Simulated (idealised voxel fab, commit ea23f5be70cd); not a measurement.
process module | voxel spacer lines
cross-section cut | 195 nm wide | cells 5 nm
A cross-section is a grid of square cells, given in bands from the top down. A band is one or more rows of cells.
Each band's line starts with the height of the band's top and of its bottom, in nm. Then come its materials from left to right, each with its width in nm. One material with "throughout" fills the band from edge to edge. "air" is empty space.
Height 0 is the level under which the wafer as received is all one material. The lowest band goes on downwards, as in "0 down".
A width such as "30 to 40" changes by the same amount from each row of cells to the next, from the band's top row to its bottom row.
"no change" after a step means that no cell of the cross-section changed.
closed voids: empty space of 8 cells or more with no open way to the top, each as width x height at its distance from the left edge, in nm
after a step's settings: what the simulator itself notes on the step
overlay nm, on a step with a mask: how far to the right of its planned place the mask lay; to the left if negative
plan
1 op RECEIVE | material Si
2 op CONFORMAL_DEP | material SiO2 | thk nm 10
3 op DIRECTIONAL_DEP | material TiN | thk nm 15
4 op DIRECTIONAL_DEP | material aC | thk nm 30
5 op PATTERN | tone cover | mask id MANDREL | material resist | width nm 20 | pitch nm 70 | thk nm 35 | overlay nm 0
6 op DIRECTIONAL_ETCH | etch materials aC | depth nm 30
7 op STRIP | etch materials resist
8 op CONFORMAL_DEP | material SiN | thk nm 15
9 op DIRECTIONAL_ETCH | etch materials SiN | depth nm 15
10 op STRIP | etch materials aC
11 op DIRECTIONAL_ETCH | etch materials TiN | depth nm 15
12 op STRIP | etch materials SiN
as received, after step 1
  0 down: Si throughout
  closed voids: none
a wafer at the end: this start, this plan, one mistake
  25 to 10: TiN 50 | air 20 | TiN 50 | air 20 | TiN 50 | air 5
  10 to 0: SiO2 throughout
  0 down: Si throughout
  closed voids: none
what went wrong: steps 10 and 11 were swapped
